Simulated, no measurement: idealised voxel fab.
process module | voxel self aligned vias
cross-section cut | 235 nm wide | cells 5 nm
A cross-section is a grid of square cells, given in bands from the top down. A band is one or more rows of cells.
Each band's line starts with the height of the band's top and of its bottom, in nm. Then come its materials from left to right, each with its width in nm. One material with "throughout" fills the band from edge to edge. "air" is empty space.
Height 0 is the level under which the wafer as received is all one material. The lowest band goes on downwards, as in "0 down".
A width such as "30 to 40" changes by the same amount from each row of cells to the next, from the band's top row to its bottom row.
"no change" after a step means that no cell of the cross-section changed.
closed voids: empty space of 8 cells or more with no open way to the top, each as width x height at its distance from the left edge, in nm
after a step's settings: what the simulator itself notes on the step
overlay nm, on a step with a mask: how far to the right of its planned place the mask lay; to the left if negative
plan
1 op RECEIVE | material Si
2 op CONFORMAL_DEP | material SiO2 | thk nm 10
3 op CONFORMAL_DEP | material SiCN | thk nm 5
4 op DIRECTIONAL_DEP | material SiO2 | thk nm 20
5 op PATTERN | tone open | mask id LINES | material resist | width nm 20 | pitch nm 60 | thk nm 20 | overlay nm 0
6 op DIRECTIONAL_ETCH | etch materials SiO2 | depth nm 20
7 op STRIP | etch materials resist
8 op CONFORMAL_DEP | material TiN | thk nm 5
9 op FILL_DEP | material Ru | thk nm 5
10 op CMP | height nm 35
11 op SELECTIVE_ETCH | etch materials W Ru TiN | depth nm 10
12 op FILL_DEP | material SiN | thk nm 5
13 op CMP | height nm 35
14 op DIRECTIONAL_DEP | material SiO2 | thk nm 20
15 op DIRECTIONAL_DEP | material aC | thk nm 15
16 op PATTERN | tone open | mask id VIAS | material resist | width nm 30 | thk nm 35 | overlay nm 0
17 op DIRECTIONAL_ETCH | etch materials aC | depth nm 15
18 op STRIP | etch materials resist
19 op DIRECTIONAL_ETCH | etch materials SiO2 | depth nm 20
20 op DIRECTIONAL_ETCH | etch materials SiN | depth nm 10
21 op STRIP | etch materials aC
22 op CONFORMAL_DEP | material TiN | thk nm 5
23 op FILL_DEP | material Ru | thk nm 5
24 op CMP | height nm 55
25 op CONFORMAL_DEP | material SiN | thk nm 5
first wafer, as planned
as received, after step 1
  0 down: Si throughout
  closed voids: none
after step 2
  10 to 0: SiO2 throughout
  below 0: unchanged
after step 3
  15 to 10: SiCN throughout
  below 10: unchanged
after step 4
  35 to 15: SiO2 throughout
  below 15: unchanged
after step 5
  55 to 35: resist 75 | air 20 | resist 40 | air 20 | resist 80
  below 35: unchanged
after step 6
  55 to 35: resist 75 | air 20 | resist 40 | air 20 | resist 80
  35 to 15: SiO2 75 | air 20 | SiO2 40 | air 20 | SiO2 80
  below 15: unchanged
after step 7
  35 to 15: SiO2 75 | air 20 | SiO2 40 | air 20 | SiO2 80
  below 15: unchanged
after step 8
  40 to 35: TiN 80 | air 10 | TiN 50 | air 10 | TiN 85
  35 to 20: SiO2 75 | TiN 5 | air 10 | TiN 5 | SiO2 40 | TiN 5 | air 10 | TiN 5 | SiO2 80
  20 to 15: SiO2 75 | TiN 20 | SiO2 40 | TiN 20 | SiO2 80
  below 15: unchanged
after step 9
  45 to 40: Ru throughout
  40 to 35: TiN 80 | Ru 10 | TiN 50 | Ru 10 | TiN 85
  35 to 20: SiO2 75 | TiN 5 | Ru 10 | TiN 5 | SiO2 40 | TiN 5 | Ru 10 | TiN 5 | SiO2 80
  below 20: unchanged
after step 10
  35 to 20: SiO2 75 | TiN 5 | Ru 10 | TiN 5 | SiO2 40 | TiN 5 | Ru 10 | TiN 5 | SiO2 80
  below 20: unchanged
after step 11
  35 to 25: SiO2 75 | air 20 | SiO2 40 | air 20 | SiO2 80
  below 25: unchanged
after step 12
  40 to 35: SiN throughout
  35 to 25: SiO2 75 | SiN 20 | SiO2 40 | SiN 20 | SiO2 80
  below 25: unchanged
after step 13
  35 to 25: SiO2 75 | SiN 20 | SiO2 40 | SiN 20 | SiO2 80
  below 25: unchanged
after step 14
  55 to 35: SiO2 throughout
  below 35: unchanged
after step 15
  70 to 55: aC throughout
  below 55: unchanged
after step 16
  105 to 70: resist 70 | air 30 | resist 135
  below 70: unchanged
after step 17
  90 to 70: resist 70 | air 30 | resist 135
  70 to 55: aC 70 | air 30 | aC 135
  below 55: unchanged
after step 18
  70 to 55: aC 70 | air 30 | aC 135
  below 55: unchanged
after step 19
  70 to 55: aC 70 | air 30 | aC 135
  55 to 35: SiO2 70 | air 30 | SiO2 135
  below 35: unchanged
after step 20
  70 to 55: aC 70 | air 30 | aC 135
  55 to 35: SiO2 70 | air 30 | SiO2 135
  35 to 25: SiO2 75 | air 20 | SiO2 40 | SiN 20 | SiO2 80
  below 25: unchanged
after step 21
  55 to 35: SiO2 70 | air 30 | SiO2 135
  below 35: unchanged
after step 22
  60 to 55: TiN 75 | air 20 | TiN 140
  55 to 40: SiO2 70 | TiN 5 | air 20 | TiN 5 | SiO2 135
  40 to 35: SiO2 70 | TiN 10 | air 10 | TiN 10 | SiO2 135
  35 to 30: SiO2 75 | TiN 5 | air 10 | TiN 5 | SiO2 40 | SiN 20 | SiO2 80
  30 to 25: SiO2 75 | TiN 20 | SiO2 40 | SiN 20 | SiO2 80
  below 25: unchanged
after step 23
  65 to 60: Ru throughout
  60 to 55: TiN 75 | Ru 20 | TiN 140
  55 to 40: SiO2 70 | TiN 5 | Ru 20 | TiN 5 | SiO2 135
  40 to 35: SiO2 70 | TiN 10 | Ru 10 | TiN 10 | SiO2 135
  35 to 30: SiO2 75 | TiN 5 | Ru 10 | TiN 5 | SiO2 40 | SiN 20 | SiO2 80
  below 30: unchanged
after step 24
  55 to 40: SiO2 70 | TiN 5 | Ru 20 | TiN 5 | SiO2 135
  below 40: unchanged
after step 25
  60 to 55: SiN throughout
  below 55: unchanged
second wafer: like start, like plan, one mistake. Through step 22 it matches the first wafer
when step 23 should have ended
  65 to 60: W throughout
  60 to 55: TiN 75 | W 20 | TiN 140
  55 to 40: SiO2 70 | TiN 5 | W 20 | TiN 5 | SiO2 135
  40 to 35: SiO2 70 | TiN 10 | W 10 | TiN 10 | SiO2 135
  35 to 30: SiO2 75 | TiN 5 | W 10 | TiN 5 | SiO2 40 | SiN 20 | SiO2 80
  below 30: unchanged
when step 24 should have ended
  55 to 40: SiO2 70 | TiN 5 | W 20 | TiN 5 | SiO2 135
  below 40: unchanged
when step 25 should have ended
  60 to 55: SiN throughout
  below 55: unchanged
what went wrong: step 23 ran as: op FILL_DEP | material W | thk nm 5
at the end the second wafer has, in cells: 16 fewer of Ru | 16 more of W
